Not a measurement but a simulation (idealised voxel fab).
Process module, titled voxel capacitor over wiring
Cross-section cut spans 185 nm and uses square cells 5 nm in size.
Think of the cross-section as a grid of square cells. We describe it in bands, top to bottom, and each band covers one or more rows of those cells.
The entry gives the band's vertical extent as a top height and a bottom height in nm, then its horizontal make-up as materials from left to right, each with a width in nm. "empty" stands for empty space; a single material marked "everywhere" fills the band edge to edge.
Convention: height 0 is the level below which the wafer, as received, is all one material. The lowest band does not terminate at the bottom but continues downward, represented as "0 down".
The two numbers in a width such as "30->40" mark its ends across the band: the first belongs to the top row of cells, the second to the bottom row, and from each row to the next the width moves by the same amount.
No cell of the cross-section changed in a step that is given as "left unchanged".
Under "Listed closed voids" you'll find the enclosed gaps, the ones with no way out to the top, that are 8 cells or bigger; each reads width x height at distance, with distance counted from the left edge, everything in nm.
The remark found on a step's line after its settings is issued by the simulator itself and pertains to that step.
For masked steps, "overlay nm" on the step line gives how far right of plan the mask actually lay; a minus sign means it lay to the left.
# The process steps that were planned are listed below
1: RECEIVE (material Si)
2: CONFORMAL_DEP (material SiO2; thk nm 15)
3: CONFORMAL_DEP (material SiCN; thk nm 5)
4: DIRECTIONAL_DEP (material lowk; thk nm 20)
5: DIRECTIONAL_DEP (material aC; thk nm 15)
6: PATTERN (tone open; mask id METAL_1; material resist; width nm 15; pitch nm 75; thk nm 35; overlay nm 0)
7: DIRECTIONAL_ETCH (etch materials aC; depth nm 15)
8: STRIP (etch materials resist)
9: DIRECTIONAL_ETCH (etch materials lowk; depth nm 20)
10: DIRECTIONAL_ETCH (etch materials SiCN; depth nm 5)
11: STRIP (etch materials aC)
12: CONFORMAL_DEP (material TiN; thk nm 5)
13: FILL_DEP (material W; thk nm 5)
14: CMP (height nm 40)
15: CONFORMAL_DEP (material SiCN; thk nm 5)
16: DIRECTIONAL_DEP (material SiO2; thk nm 15)
17: PATTERN (tone open; mask id PLUG_1; material resist; width nm 15; thk nm 20; overlay nm 0)
18: DIRECTIONAL_ETCH (etch materials SiO2; depth nm 15)
19: DIRECTIONAL_ETCH (etch materials SiCN; depth nm 5)
20: STRIP (etch materials resist)
21: EPI (material Ru; thk nm 10)
22: EPI (material Ru; thk nm 10)
23: DIRECTIONAL_DEP (material TiN; thk nm 5)
24: DIRECTIONAL_DEP (material Al2O3; thk nm 5)
25: DIRECTIONAL_DEP (material TiN; thk nm 5)
26: DIRECTIONAL_DEP (material aC; thk nm 15)
27: PATTERN (tone cover; mask id UPPER_PLATE; material resist; width nm 60; thk nm 30; overlay nm 0)
28: DIRECTIONAL_ETCH (etch materials aC; depth nm 15)
29: STRIP (etch materials resist)
30: DIRECTIONAL_ETCH (etch materials TiN; depth nm 5)
31: DIRECTIONAL_ETCH (etch materials Al2O3; depth nm 5)
32: STRIP (etch materials aC)
33: PATTERN (tone cover; mask id LOWER_PLATE; material resist; width nm 70; thk nm 20; overlay nm 0)
34: DIRECTIONAL_ETCH (etch materials TiN; depth nm 5)
35: STRIP (etch materials resist)
36: FILL_DEP (material SiO2; thk nm 15)
37: CMP (height nm 85)
38: MASKED_ETCH (tone open; mask id PLUG_2; width nm 15; etch materials SiO2; depth nm 10; overlay nm 0)
39: CONFORMAL_DEP (material TiN; thk nm 5)
40: FILL_DEP (material Ru; thk nm 5)
41: CMP (height nm 85)
42: CONFORMAL_DEP (material SiN; thk nm 5)
Every wafer here starts from the same state; it is the step 6 width nm that distinguishes them, and the value the plan gives belongs to the first wafer.
# Cross-section: the first of several wafers in its as-received state, i.e. following step 1
> 0 down  Si everywhere
> Listed closed voids: none
# The rows of the table below are wafers. Looking at the end of the module, a row counts, for every material, the cells the wafer has gained, shown as (+), or lost, shown as (-), since it was received; its closed voids come next
width nm 15 | +12 Al2O3 | +13 Ru | +65 SiCN | +37 SiN | +354 SiO2 | +53 TiN | +8 W | +124 lowk | Listed closed voids: none
width nm 20 | +12 Al2O3 | +13 Ru | +63 SiCN | +37 SiN | +354 SiO2 | +55 TiN | +16 W | +116 lowk | Listed closed voids: none
width nm 25 | +12 Al2O3 | +13 Ru | +61 SiCN | +37 SiN | +354 SiO2 | +57 TiN | +24 W | +108 lowk | Listed closed voids: none
width nm 30 | +12 Al2O3 | +13 Ru | +59 SiCN | +37 SiN | +354 SiO2 | +59 TiN | +32 W | +100 lowk | Listed closed voids: none
width nm 35 | +12 Al2O3 | +13 Ru | +57 SiCN | +37 SiN | +354 SiO2 | +61 TiN | +40 W | +92 lowk | Listed closed voids: none
